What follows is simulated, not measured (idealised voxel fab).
Name of the process module below: voxel capacitor over wiring
The cross-section shown here is cut; it is 255 nm wide and divided into square cells measuring 5 nm on a side.
For the purposes of this document, a cross-section shall be understood as a grid of square cells, specified as bands listed in top-to-bottom order, each band consisting of one or more rows of cells. It is stipulated that each band's entry specify, in nanometres, the height of the top of the band and then that of its bottom, followed by the materials of the band in left-to-right sequence, each together with its width in nanometres. A single material marked by the word "edge to edge" is understood to fill the band from edge to edge; the word "empty" is understood to denote empty space. Heights are reckoned from 0. Under this level, the received wafer is all of one material. The bottommost band is open-ended downward, for example "0 down". When a width is written as two numbers, as in "30->40", the first number is the width in the top row of cells of the band and the second is the width in its bottom row, and the width changes by the same amount from each row to the next. The designation "remains unaltered", where it is given for a processing step, indicates that no cell of the cross-section was altered in the course of that step. Enclosed voids: empty space of 8 cells or more with no open way to the top, each as width x height at its distance from the left edge, in nm. It should be noted that, on the line of a given step, the content following the step's settings is a remark produced by the simulator itself with respect to that step. overlay nm: where the mask lay relative to plan, measured to the right, on steps with a mask; negatives go left.
**Planned process steps**
1,RECEIVE | material Si
2,CONFORMAL_DEP | material SiO2 | thk nm 15
3,DIRECTIONAL_DEP | material TiN | thk nm 5
4,DIRECTIONAL_DEP | material Ru | thk nm 25
5,MASKED_ETCH | tone cover | mask id METAL_1 | width nm 20 | pitch nm 85 | etch materials Ru | depth nm 25 | overlay nm 0
6,MASKED_ETCH | tone cover | mask id METAL_1 | width nm 20 | pitch nm 85 | etch materials TiN | depth nm 5 | overlay nm 0
7,FILL_DEP | material SiO2 | thk nm 10
8,CMP | height nm 45
9,CONFORMAL_DEP | material SiCN | thk nm 5
10,DIRECTIONAL_DEP | material SiO2 | thk nm 20
11,DIRECTIONAL_DEP | material aC | thk nm 10
12,PATTERN | tone open | mask id PLUG_1 | material resist | width nm 15 | thk nm 30 | overlay nm 0
13,DIRECTIONAL_ETCH | etch materials aC | depth nm 10
14,STRIP | etch materials resist
15,DIRECTIONAL_ETCH | etch materials SiO2 | depth nm 20
16,DIRECTIONAL_ETCH | etch materials SiCN | depth nm 5
17,STRIP | etch materials aC
18,EPI | material Ru | thk nm 10
19,EPI | material Ru | thk nm 10
20,EPI | material Ru | thk nm 5
21,DIRECTIONAL_DEP | material TiN | thk nm 5
22,DIRECTIONAL_DEP | material HfO2 | thk nm 5
23,DIRECTIONAL_DEP | material TiN | thk nm 5
24,MASKED_ETCH | tone cover | mask id UPPER_PLATE | width nm 70 | etch materials TiN | depth nm 5 | overlay nm 0
25,MASKED_ETCH | tone cover | mask id UPPER_PLATE | width nm 70 | etch materials HfO2 | depth nm 5 | overlay nm 0
26,MASKED_ETCH | tone cover | mask id LOWER_PLATE | width nm 80 | etch materials TiN | depth nm 5 | overlay nm 0
27,FILL_DEP | material SiO2 | thk nm 15
28,CMP | height nm 95
29,PATTERN | tone open | mask id PLUG_2 | material resist | width nm 15 | thk nm 15 | overlay nm 0
30,DIRECTIONAL_ETCH | etch materials SiO2 | depth nm 10
31,STRIP | etch materials resist
32,CONFORMAL_DEP | material TiN | thk nm 5
33,FILL_DEP | material Ru | thk nm 10
34,CMP | height nm 95
35,CONFORMAL_DEP | material SiCN | thk nm 5
**Cross-section: wafer on arrival = after step 1**
- 0 down: Si edge to edge
- Enclosed voids: none
**Module complete - cross-section of the first of two wafers, run according to plan**
- 100 to 95: SiCN edge to edge
- 95 to 90: SiO2 90 nm  TiN 5 nm  Ru 5 nm  TiN 5 nm  SiO2 150 nm
- 90 to 80: SiO2 90->80 nm  TiN 15->70 nm  SiO2 150->105 nm
- 80 to 75: SiO2 80 nm  HfO2 70 nm  SiO2 105 nm
- 75 to 70: SiO2 75 nm  TiN 80 nm  SiO2 100 nm
- 70 to 50: SiO2 80 nm  Ru 15 nm  SiO2 160 nm
- 50 to 45: SiCN 80 nm  Ru 15 nm  SiCN 160 nm
- 45 to 20: SiO2 75 nm  Ru 20 nm  SiO2 65 nm  Ru 20 nm  SiO2 75 nm
- 20 to 15: SiO2 75 nm  TiN 20 nm  SiO2 65 nm  TiN 20 nm  SiO2 75 nm
- 15 to 0: SiO2 edge to edge
- 0 down: Si edge to edge
- Enclosed voids: none
**Cross-section of the latter of the two wafers at module completion. It had an identical start and an identical plan to the former; in running it, one mistake was made**
- 100 to 95: SiCN edge to edge
- 95 to 90: SiO2 90 nm  SiCN 5 nm  Ru 5 nm  SiCN 5 nm  SiO2 150 nm
- 90 to 85: SiO2 90 nm  SiCN 15 nm  SiO2 150 nm
- 85 to 80: SiO2 80 nm  TiN 70 nm  SiO2 105 nm
- 80 to 75: SiO2 80 nm  HfO2 70 nm  SiO2 105 nm
- 75 to 70: SiO2 75 nm  TiN 80 nm  SiO2 100 nm
- 70 to 50: SiO2 80 nm  Ru 15 nm  SiO2 160 nm
- 50 to 45: SiCN 80 nm  Ru 15 nm  SiCN 160 nm
- 45 to 20: SiO2 75 nm  Ru 20 nm  SiO2 65 nm  Ru 20 nm  SiO2 75 nm
- 20 to 15: SiO2 75 nm  TiN 20 nm  SiO2 65 nm  TiN 20 nm  SiO2 75 nm
- 15 to 0: SiO2 edge to edge
- 0 down: Si edge to edge
- Enclosed voids: none
Finding, execution versus plan: it should be noted that step 32 was executed with settings other than those planned, the operation and settings actually applied being CONFORMAL_DEP | material SiCN | thk nm 5
Counted in cells at the end, the second wafer holds more or fewer of these materials than the first: SiCN: 5 more; TiN: 5 fewer
